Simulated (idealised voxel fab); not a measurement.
Herein follows the process module entitled voxel self aligned vias.
FYI the section here is cut, 180 nm wide, cells are 5 nm squares.
Cross-section, as written here: a square-cell grid given band by band from the top down, where a band holds one or more rows of cells.
In this notation a band is specified by the heights of its top and bottom, in that order and in nm, after which its materials appear from left to right, each paired with its width in nm. The word "full width" attached to a single material means that material fills the band from edge to edge; the word "air" stands for empty space.
Measure heights from 0. That's the level where, below it, the as-received wafer is all one material. The lowest band is bottomless and extends downward; write it as in "0 nm and below".
A width given as "30->40" starts at the first number in the band's top row and ends at the second number in its bottom row, shifting by an equal amount at every step from row to row.
Given "left unchanged" for a step, no cell of the cross-section differs between before and after that step.
"Closed void inventory" lists enclosed empty spaces (at least 8 cells, no open path upward to the top), each as width x height at distance from the left edge, in nm.
On a step's line, text after the settings is the simulator commenting on that step.
overlay nm: step with mask; distance mask lay right of planned place; negative value = left of planned place.

Here's what the planned process steps look like:
1: RECEIVE: material Si
2: CONFORMAL_DEP: material SiO2, thk nm 10
3: CONFORMAL_DEP: material SiCN, thk nm 5
4: DIRECTIONAL_DEP: material lowk, thk nm 20
5: MASKED_ETCH: tone open, mask id LINES, width nm 25, pitch nm 65, etch materials lowk, depth nm 20, overlay nm 0
6: CONFORMAL_DEP: material TiN, thk nm 5
7: FILL_DEP: material W, thk nm 5
8: CMP: height nm 35
9: SELECTIVE_ETCH: etch materials W Ru TiN, depth nm 10
10: FILL_DEP: material SiN, thk nm 5
11: CMP: height nm 35
12: DIRECTIONAL_DEP: material lowk, thk nm 15
13: MASKED_ETCH: tone open, mask id VIAS, width nm 35, etch materials lowk, depth nm 15, overlay nm 0
14: MASKED_ETCH: tone open, mask id VIAS, width nm 35, etch materials SiN, depth nm 10, overlay nm 0
15: CONFORMAL_DEP: material TiN, thk nm 5
16: FILL_DEP: material W, thk nm 5
17: CMP: height nm 50
18: CONFORMAL_DEP: material SiN, thk nm 5

The first of the two wafers, which ran as planned:

Incoming wafer, cross-sectional view, post step 1:
  0 nm and below: Si full width
  Closed void inventory: none

Upon completion of step 2, the wafer appears in cross-section as shown:
  10 nm to 0 nm: SiO2 full width
  No changes below 0.

Upon completion of step 3, the wafer appears in cross-section as shown:
  15 nm to 10 nm: SiCN full width
  No changes below 10.

Upon completion of step 4, the wafer appears in cross-section as shown:
  35 nm to 15 nm: lowk full width
  No changes below 15.

Upon completion of step 5, the wafer appears in cross-section as shown:
  35 nm to 15 nm: lowk=45 / air=25 / lowk=40 / air=25 / lowk=45
  No changes below 15.

Upon completion of step 6, the wafer appears in cross-section as shown:
  40 nm to 35 nm: TiN=50 / air=15 / TiN=50 / air=15 / TiN=50
  35 nm to 20 nm: lowk=45 / TiN=5 / air=15 / TiN=5 / lowk=40 / TiN=5 / air=15 / TiN=5 / lowk=45
  20 nm to 15 nm: lowk=45 / TiN=25 / lowk=40 / TiN=25 / lowk=45
  No changes below 15.

Upon completion of step 7, the wafer appears in cross-section as shown:
  45 nm to 40 nm: W full width
  40 nm to 35 nm: TiN=50 / W=15 / TiN=50 / W=15 / TiN=50
  35 nm to 20 nm: lowk=45 / TiN=5 / W=15 / TiN=5 / lowk=40 / TiN=5 / W=15 / TiN=5 / lowk=45
  No changes below 20.

Upon completion of step 8, the wafer appears in cross-section as shown:
  35 nm to 20 nm: lowk=45 / TiN=5 / W=15 / TiN=5 / lowk=40 / TiN=5 / W=15 / TiN=5 / lowk=45
  No changes below 20.

Upon completion of step 9, the wafer appears in cross-section as shown:
  35 nm to 25 nm: lowk=45 / air=25 / lowk=40 / air=25 / lowk=45
  No changes below 25.

Upon completion of step 10, the wafer appears in cross-section as shown:
  40 nm to 35 nm: SiN full width
  35 nm to 25 nm: lowk=45 / SiN=25 / lowk=40 / SiN=25 / lowk=45
  No changes below 25.

Upon completion of step 11, the wafer appears in cross-section as shown:
  35 nm to 25 nm: lowk=45 / SiN=25 / lowk=40 / SiN=25 / lowk=45
  No changes below 25.

Upon completion of step 12, the wafer appears in cross-section as shown:
  50 nm to 35 nm: lowk full width
  No changes below 35.

Upon completion of step 13, the wafer appears in cross-section as shown:
  50 nm to 35 nm: lowk=40 / air=35 / lowk=105
  No changes below 35.

Upon completion of step 14, the wafer appears in cross-section as shown:
  50 nm to 35 nm: lowk=40 / air=35 / lowk=105
  35 nm to 25 nm: lowk=45 / air=25 / lowk=40 / SiN=25 / lowk=45
  No changes below 25.

Upon completion of step 15, the wafer appears in cross-section as shown:
  55 nm to 50 nm: TiN=45 / air=25 / TiN=110
  50 nm to 40 nm: lowk=40 / TiN=5 / air=25 / TiN=5 / lowk=105
  40 nm to 35 nm: lowk=40 / TiN=10 / air=15 / TiN=10 / lowk=105
  35 nm to 30 nm: lowk=45 / TiN=5 / air=15 / TiN=5 / lowk=40 / SiN=25 / lowk=45
  30 nm to 25 nm: lowk=45 / TiN=25 / lowk=40 / SiN=25 / lowk=45
  No changes below 25.

Upon completion of step 16, the wafer appears in cross-section as shown:
  60 nm to 55 nm: W full width
  55 nm to 50 nm: TiN=45 / W=25 / TiN=110
  50 nm to 40 nm: lowk=40 / TiN=5 / W=25 / TiN=5 / lowk=105
  40 nm to 35 nm: lowk=40 / TiN=10 / W=15 / TiN=10 / lowk=105
  35 nm to 30 nm: lowk=45 / TiN=5 / W=15 / TiN=5 / lowk=40 / SiN=25 / lowk=45
  No changes below 30.

Upon completion of step 17, the wafer appears in cross-section as shown:
  50 nm to 40 nm: lowk=40 / TiN=5 / W=25 / TiN=5 / lowk=105
  No changes below 40.

Upon completion of step 18, the wafer appears in cross-section as shown:
  55 nm to 50 nm: SiN full width
  No changes below 50.

Okay, second wafer. Nothing different at the start, nothing different in the plan, just one mistake somewhere in the running. As far as step 2, counting that step, it's the first wafer all over again:

Cross-section of the second wafer when, according to plan, step 3 should have finished: left unchanged

Cross-section of the second wafer when, according to plan, step 4 should have finished:
  30 nm to 10 nm: lowk full width
  No changes below 10.

Cross-section of the second wafer when, according to plan, step 5 should have finished:
  30 nm to 10 nm: lowk=45 / air=25 / lowk=40 / air=25 / lowk=45
  No changes below 10.

Cross-section of the second wafer when, according to plan, step 6 should have finished:
  35 nm to 30 nm: TiN=50 / air=15 / TiN=50 / air=15 / TiN=50
  30 nm to 15 nm: lowk=45 / TiN=5 / air=15 / TiN=5 / lowk=40 / TiN=5 / air=15 / TiN=5 / lowk=45
  15 nm to 10 nm: lowk=45 / TiN=25 / lowk=40 / TiN=25 / lowk=45
  No changes below 10.

Cross-section of the second wafer when, according to plan, step 7 should have finished:
  40 nm to 35 nm: W full width
  35 nm to 30 nm: TiN=50 / W=15 / TiN=50 / W=15 / TiN=50
  30 nm to 15 nm: lowk=45 / TiN=5 / W=15 / TiN=5 / lowk=40 / TiN=5 / W=15 / TiN=5 / lowk=45
  No changes below 15.

Cross-section of the second wafer when, according to plan, step 8 should have finished:
  35 nm to 30 nm: TiN=50 / W=15 / TiN=50 / W=15 / TiN=50
  No changes below 30.

Cross-section of the second wafer when, according to plan, step 9 should have finished:
  30 nm to 25 nm: lowk=45 / air=25 / lowk=40 / air=25 / lowk=45
  No changes below 25.

Cross-section of the second wafer when, according to plan, step 10 should have finished:
  35 nm to 30 nm: SiN full width
  30 nm to 25 nm: lowk=45 / SiN=25 / lowk=40 / SiN=25 / lowk=45
  No changes below 25.

Cross-section of the second wafer when, according to plan, step 11 should have finished: left unchanged

Cross-section of the second wafer when, according to plan, step 12 should have finished:
  50 nm to 35 nm: lowk full width
  No changes below 35.

Cross-section of the second wafer when, according to plan, step 13 should have finished:
  50 nm to 35 nm: lowk=40 / air=35 / lowk=105
  No changes below 35.

Cross-section of the second wafer when, according to plan, step 14 should have finished:
  50 nm to 35 nm: lowk=40 / air=35 / lowk=105
  35 nm to 30 nm: SiN=40 / air=35 / SiN=105
  30 nm to 25 nm: lowk=45 / air=25 / lowk=40 / SiN=25 / lowk=45
  No changes below 25.

Cross-section of the second wafer when, according to plan, step 15 should have finished:
  55 nm to 50 nm: TiN=45 / air=25 / TiN=110
  50 nm to 35 nm: lowk=40 / TiN=5 / air=25 / TiN=5 / lowk=105
  35 nm to 30 nm: SiN=40 / TiN=10 / air=15 / TiN=10 / SiN=105
  30 nm to 25 nm: lowk=45 / TiN=25 / lowk=40 / SiN=25 / lowk=45
  No changes below 25.

Cross-section of the second wafer when, according to plan, step 16 should have finished:
  60 nm to 55 nm: W full width
  55 nm to 50 nm: TiN=45 / W=25 / TiN=110
  50 nm to 35 nm: lowk=40 / TiN=5 / W=25 / TiN=5 / lowk=105
  35 nm to 30 nm: SiN=40 / TiN=10 / W=15 / TiN=10 / SiN=105
  No changes below 30.

Cross-section of the second wafer when, according to plan, step 17 should have finished:
  50 nm to 35 nm: lowk=40 / TiN=5 / W=25 / TiN=5 / lowk=105
  No changes below 35.

Cross-section of the second wafer when, according to plan, step 18 should have finished:
  55 nm to 50 nm: SiN full width
  No changes below 50.
Error vs. plan: it should be noted that step 3 of the plan was omitted and was not performed
Per the end-of-run cell counts, the second wafer holds more or fewer of some materials than the first: -36 SiCN; +24 SiN; +4 TiN; +8 W
